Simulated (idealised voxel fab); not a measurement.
This is a process module. Its name is voxel wiring stack.
Displayed cross-section: cut, width of 230 nm, square cells sized 5 nm.
Reading order for cross-sections: top band down to bottom band. Underlying form: a grid of square cells. Band size: one or more rows of cells.
Top, bottom (nm), then materials left to right with widths (nm); lone material tagged "throughout" fills the whole band edge to edge; "empty" = empty space.
All heights in this document are referenced to 0, defined as the level beneath which the wafer, as received, consists entirely of one material. The lowest band is not bounded below; it extends indefinitely downward and is written in the form "0..down".
Top row gets the first number, bottom row gets the second, and each row in between changes by the same step: that is how a band width like "30->40" works.
When a step is marked "identical to before", none of the cells in the cross-section changed during that step.
"Catalogued sealed voids": empty spaces of 8 cells or more with no open way to the top, each given as width x height at distance, distance from the left edge, all in nm.
Heads up: the bit after the settings on a step's line is the simulator's remark on that step.
The setting "overlay nm" may be written on the line of a step. When the step uses a mask, the value reports how far to the right of the planned place the mask lay, and a negative value reports that it lay to the left.
So here's the lineup of process steps we planned
1: RECEIVE with material Si
2: CONFORMAL_DEP with material SiO2, thk nm 10
3: DIRECTIONAL_DEP with material TiN, thk nm 5
4: DIRECTIONAL_DEP with material W, thk nm 15
5: MASKED_ETCH with tone cover, mask id METAL_1, width nm 30, pitch nm 60, etch materials W, depth nm 15, overlay nm 0
6: MASKED_ETCH with tone cover, mask id METAL_1, width nm 30, pitch nm 60, etch materials TiN, depth nm 5, overlay nm 0
7: FILL_DEP with material SiO2, thk nm 5
8: CMP with height nm 30
9: CONFORMAL_DEP with material SiCN, thk nm 5
10: DIRECTIONAL_DEP with material SiO2, thk nm 25
11: DIRECTIONAL_DEP with material aC, thk nm 10
12: PATTERN with tone open, mask id METAL_2_HOLES, material resist, width nm 15, pitch nm 60, thk nm 25, overlay nm 0
13: DIRECTIONAL_ETCH with etch materials aC, depth nm 10
14: STRIP with etch materials resist
15: DIRECTIONAL_ETCH with etch materials SiO2, depth nm 25
16: STRIP with etch materials aC
17: PATTERN with tone open, mask id METAL_2, material resist, width nm 30, pitch nm 60, thk nm 20, overlay nm 0
18: DIRECTIONAL_ETCH with etch materials SiO2, depth nm 15
19: DIRECTIONAL_ETCH with etch materials SiCN, depth nm 5
20: STRIP with etch materials resist
21: CONFORMAL_DEP with material TiN, thk nm 5
22: FILL_DEP with material Cu, thk nm 5
23: CMP with height nm 60
24: CONFORMAL_DEP with material SiCN, thk nm 5
Split variable: thk nm, step 21. Plan value = first wafer. Wafers start alike.
Cut through the first of several wafers as received, post step 1
0..down: Si throughout
Catalogued sealed voids: none
Once step 24, the last step, is complete, the module is at its end; this is the cross-section of the first of several wafers
65..60: SiCN throughout
60..50: SiO2=40, then TiN=5, then Cu=20, then TiN=5, then SiO2=30, then TiN=5, then Cu=20, then TiN=5, then SiO2=30, then TiN=5, then Cu=20, then TiN=5, then SiO2=40
50..45: SiO2=40, then TiN=5, then Cu=5, then TiN=20, then SiO2=30, then TiN=5, then Cu=5, then TiN=20, then SiO2=30, then TiN=5, then Cu=5, then TiN=20, then SiO2=40
45..35: SiO2=40, then TiN=5, then Cu=5, then TiN=5, then SiO2=45, then TiN=5, then Cu=5, then TiN=5, then SiO2=45, then TiN=5, then Cu=5, then TiN=5, then SiO2=55
35..30: SiCN=40, then TiN=15, then SiCN=45, then TiN=15, then SiCN=45, then TiN=15, then SiCN=55
30..15: SiO2=40, then W=30, then SiO2=30, then W=30, then SiO2=30, then W=30, then SiO2=40
15..10: SiO2=40, then TiN=30, then SiO2=30, then TiN=30, then SiO2=30, then TiN=30, then SiO2=40
10..0: SiO2 throughout
0..down: Si throughout
Catalogued sealed voids: none
The final wafer, sectioned at module end
65..60: SiCN throughout
60..45: SiO2=40, then TiN=30, then SiO2=30, then TiN=30, then SiO2=30, then TiN=30, then SiO2=40
45..35: SiO2=40, then TiN=15, then SiO2=45, then TiN=15, then SiO2=45, then TiN=15, then SiO2=55
35..30: SiCN=40, then TiN=15, then SiCN=45, then TiN=15, then SiCN=45, then TiN=15, then SiCN=55
30..15: SiO2=40, then W=30, then SiO2=30, then W=30, then SiO2=30, then W=30, then SiO2=40
15..10: SiO2=40, then TiN=30, then SiO2=30, then TiN=30, then SiO2=30, then TiN=30, then SiO2=40
10..0: SiO2 throughout
0..down: Si throughout
Catalogued sealed voids: none
The table below has one row for each wafer; a row shows, as of the end of the module, how many cells of each material the wafer has gained, marked (+), or lost, marked (-), since it was received, and then the wafer's closed voids
thk nm 5 | +33 Cu | +83 SiCN | +362 SiO2 | +66 TiN | +54 W | Catalogued sealed voids: none
thk nm 10 | +6 Cu | +83 SiCN | +362 SiO2 | +93 TiN | +54 W | Catalogued sealed voids: none
thk nm 15 | +83 SiCN | +362 SiO2 | +99 TiN | +54 W | Catalogued sealed voids: none
thk nm 20 | +83 SiCN | +362 SiO2 | +99 TiN | +54 W | Catalogued sealed voids: none
